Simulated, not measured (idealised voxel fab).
The document below concerns the process module designated voxel fin reveal.
cross-section cut | 200 nm wide | cells 5 nm
Cross-section format: a grid of square cells, given as bands from top to bottom; each band is one or more rows of cells. Heights first: top, then bottom, in nm. Then materials, left to right, each with a width in nm. "edge to edge" on a single material: fills the band edge to edge. "blank": empty space. A quick word on heights: they are counted from 0, and under that level the wafer as it came to us is one material throughout. The lowest band is different from the rest in having no bottom; it simply continues downward, written as in "0..down". Per-row width for "30..40": begins at first number (top row of band), ends at second number (bottom row), increment between rows held constant. When a step is marked "same as before", none of the cells in the cross-section changed during that step. "Closed void listing" contains a list of empty spaces, each no smaller than 8 cells and without an open way to the top, written in the form width x height at distance with the distance from the left edge and all three in nm. Past the settings on a step's line: simulator remark, on that step. overlay nm: where the mask lay relative to plan, measured to the right, on steps with a mask; negatives go left.
These are the steps we planned for the process
1: RECEIVE, material Si
2: CONFORMAL_DEP, material SiN, thk nm 5
3: DIRECTIONAL_DEP, material aC, thk nm 15
4: PATTERN, tone cover, mask id FINS, material resist, width nm 15, pitch nm 35, thk nm 35, overlay nm 0
5: DIRECTIONAL_ETCH, etch materials aC, depth nm 15
6: STRIP, etch materials resist
7: DIRECTIONAL_ETCH, etch materials SiN, depth nm 5
8: DIRECTIONAL_ETCH, etch materials Si, depth nm 35
9: STRIP, etch materials aC
10: OXIDIZE, depth nm 5
11: FILL_DEP, material SiO2, thk nm 15
12: CMP, height nm 5
13: SELECTIVE_ETCH, etch materials SiO2, depth nm 20
14: STRIP, etch materials SiN
15: CONFORMAL_DEP, material SiO2, thk nm 5
As received, after step 1
* 0..down | Si edge to edge
* Closed void listing: none
Cross-sectional image of the first of two wafers at the end of the module, the run having proceeded as planned
* 5..0 | blank 75 nm / SiO2 15 nm / blank 20 nm / SiO2 15 nm / blank 75 nm
* 0..-10 | blank 75 nm / SiO2 5 nm / Si 5 nm / SiO2 5 nm / blank 20 nm / SiO2 5 nm / Si 5 nm / SiO2 5 nm / blank 75 nm
* -10..-40 | SiO2 80 nm / Si 5 nm / SiO2 30 nm / Si 5 nm / SiO2 80 nm
* -40..down | Si edge to edge
* Closed void listing: none
Presented here is a cross-section of the second of the two wafers as it stood at the end of the module. It was started in the same manner and assigned the same plan as the first wafer; however, one mistake was made in its execution
* 5..0 | SiO2 edge to edge
* 0..-40 | SiO2 80 nm / Si 5 nm / SiO2 30 nm / Si 5 nm / SiO2 80 nm
* -40..down | Si edge to edge
* Closed void listing: none
Run error: execution of step 12 of the plan did not take place, the step having been omitted
Looking at both finished wafers in cells, the second ends up ahead of or behind the first on some materials: 102 more of SiO2
